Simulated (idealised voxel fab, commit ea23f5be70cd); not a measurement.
Proc. module: voxel self aligned vias
cross-section cut | 155 nm wide | cells 5 nm
Cross-sections here: square-cell grids, written as top-down lists of bands, a band being one or more rows of cells.
Look at the band entry: it leads with the top's height and the bottom's height in nm. Then it lists the materials left to right, with a width in nm for each. The word "full width" on a single material says that material fills the band edge to edge. The word "air" is empty space.
Height 0 is the level under which the wafer as received is all one material. The lowest band goes on downwards, as in "from 0 down".
So if you see something like "30->40" for the width, read it as the top row of the band sitting at the first number and the bottom row at the second, with every row in between moving by the same amount as the last.
The designation "everything unchanged", where it is given for a processing step, indicates that no cell of the cross-section was altered in the course of that step.
Under "Closed void catalog" you'll find the enclosed gaps, the ones with no way out to the top, that are 8 cells or bigger; each reads width x height at distance, with distance counted from the left edge, everything in nm.
If you see something after the settings on a step's line, that's the simulator's own remark about that step.
On any step carrying a mask, the "overlay nm" setting, if present on the step's line, tells how far right of its planned place the mask lay; negative values point to the left.
List of planned process steps:
1,RECEIVE,material Si
2,CONFORMAL_DEP,material SiO2,thk nm 15
3,CONFORMAL_DEP,material SiCN,thk nm 5
4,DIRECTIONAL_DEP,material SiO2,thk nm 20
5,DIRECTIONAL_DEP,material aC,thk nm 15
6,PATTERN,tone open,mask id LINES,material resist,width nm 20,pitch nm 70,thk nm 30,overlay nm 0
7,DIRECTIONAL_ETCH,etch materials aC,depth nm 15
8,STRIP,etch materials resist
9,DIRECTIONAL_ETCH,etch materials SiO2,depth nm 20
10,STRIP,etch materials aC
11,CONFORMAL_DEP,material TiN,thk nm 5
12,FILL_DEP,material W,thk nm 10
13,CMP,height nm 40
14,SELECTIVE_ETCH,etch materials W Ru TiN,depth nm 5
15,FILL_DEP,material SiN,thk nm 10
16,CMP,height nm 40
17,DIRECTIONAL_DEP,material SiO2,thk nm 20
18,DIRECTIONAL_DEP,material aC,thk nm 10
19,PATTERN,tone open,mask id VIAS,material resist,width nm 40,thk nm 30,overlay nm 0
20,DIRECTIONAL_ETCH,etch materials aC,depth nm 10
21,STRIP,etch materials resist
22,DIRECTIONAL_ETCH,etch materials SiO2,depth nm 20
23,DIRECTIONAL_ETCH,etch materials SiN,depth nm 5
24,STRIP,etch materials aC
25,CONFORMAL_DEP,material TiN,thk nm 5
26,FILL_DEP,material Cu,thk nm 5
27,CMP,height nm 60
28,CONFORMAL_DEP,material SiN,thk nm 5
Cross-section of the wafer upon arrival, representing the state reached after step 1:
    from 0 down | Si full width
    Closed void catalog: none
The first of the two wafers as seen in cross-section once the module was finished; processing followed the plan:
    from 65 to 60 | SiN full width
    from 60 to 45 | SiO2=20; TiN=5; Cu=30; TiN=5; SiO2=95
    from 45 to 40 | SiO2=20; TiN=15; Cu=10; TiN=15; SiO2=95
    from 40 to 35 | SiO2=30; TiN=20; SiO2=50; SiN=20; SiO2=35
    from 35 to 25 | SiO2=30; TiN=5; W=10; TiN=5; SiO2=50; TiN=5; W=10; TiN=5; SiO2=35
    from 25 to 20 | SiO2=30; TiN=20; SiO2=50; TiN=20; SiO2=35
    from 20 to 15 | SiCN full width
    from 15 to 0 | SiO2 full width
    from 0 down | Si full width
    Closed void catalog: none
Wafer two (of two), end-of-module cross-section: start = wafer one, plan = wafer one, one run mistake:
    from 65 to 60 | SiN full width
    from 60 to 45 | SiO2=20; TiN=5; Cu=30; TiN=5; SiO2=95
    from 45 to 40 | SiO2=20; TiN=40; SiO2=95
    from 40 to 35 | SiCN full width
    from 35 to 0 | SiO2 full width
    from 0 down | Si full width
    Closed void catalog: none
Short version of what went wrong: contrary to the plan, steps 3 and 4 were processed in exchanged order
Upon completion, the second wafer contains, in terms of cells, a greater or smaller amount of certain materials than the first wafer: Cu: 2 fewer, SiN: 4 fewer, SiO2: 32 more, TiN: 18 fewer, W: 8 fewer
